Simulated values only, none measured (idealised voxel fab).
The name of this process module is voxel air gaps.
It is cross-section cut that appears here, measuring 270 nm in width, its square cells being 5 nm in size.
Reading order for cross-sections: top band down to bottom band. Underlying form: a grid of square cells. Band size: one or more rows of cells.
Band: top and bottom heights (nm) first, top before bottom; then materials from left to right, widths in nm. "edge to edge" marks a sole material filling the band edge to edge. "empty" denotes empty space.
Note: height 0 marks the level under which the wafer is uniformly one material as received. Lowest band unbounded below, written "0 nm and below".
Graded width ("30 to 40"): value in top row of band = first number; value in bottom row = second number; row-to-row change constant.
You'll sometimes find "stayed the same" written for a step, and that's the way of saying that nowhere in the cross-section did a cell change during that step.
Look at "Closed void table" for the closed voids: empty spaces with no open path to the top, sized 8 cells or up. Each is width x height at distance, distance from the left edge, all nm.
That trailing text on a step's line, after the settings, is the simulator's own remark on the step.
overlay nm: for a step with a mask, the amount by which the mask lay right of where it was planned; a negative amount means left of it.

plan:
step 1: RECEIVE: material Si
step 2: CONFORMAL_DEP: material SiO2, thk nm 10
step 3: CONFORMAL_DEP: material SiN, thk nm 5
step 4: DIRECTIONAL_DEP: material SiO2, thk nm 35
step 5: MASKED_ETCH: tone open, mask id LINES, width nm 20, pitch nm 45, etch materials SiO2, depth nm 35, overlay nm 0
step 6: CONFORMAL_DEP: material TiN, thk nm 5
step 7: FILL_DEP: material W, thk nm 5
step 8: CMP: height nm 50
step 9: EPI: material Ru, thk nm 10
step 10: SELECTIVE_ETCH: etch materials SiO2, depth nm 45
step 11: CONFORMAL_DEP: material SiCN, thk nm 5

So this is the incoming wafer in cross-section - it's already been through step 1:
- 0 nm and below | Si edge to edge
- Closed void table: none

Starting structure and process plan are as shown above, but one mistake was made in running the module; the wafer cross-section at the end of the module follows:
- 70 nm to 65 nm | SiCN edge to edge
- 65 nm to 55 nm | Ru edge to edge
- 55 nm to 50 nm | TiN=60 | W=10 | TiN=35 | W=10 | TiN=35 | W=10 | TiN=35 | W=10 | TiN=65
- 50 nm to 20 nm | SiO2=55 | TiN=5 | W=10 | TiN=5 | SiO2=25 | TiN=5 | W=10 | TiN=5 | SiO2=25 | TiN=5 | W=10 | TiN=5 | SiO2=25 | TiN=5 | W=10 | TiN=5 | SiO2=60
- 20 nm to 15 nm | SiO2=55 | TiN=20 | SiO2=25 | TiN=20 | SiO2=25 | TiN=20 | SiO2=25 | TiN=20 | SiO2=60
- 15 nm to 10 nm | SiN edge to edge
- 10 nm to 0 nm | SiO2 edge to edge
- 0 nm and below | Si edge to edge
- Closed void table: none
Misprocessing identified: step 8, actual vs plan mismatch, actual run CMP: height nm 55
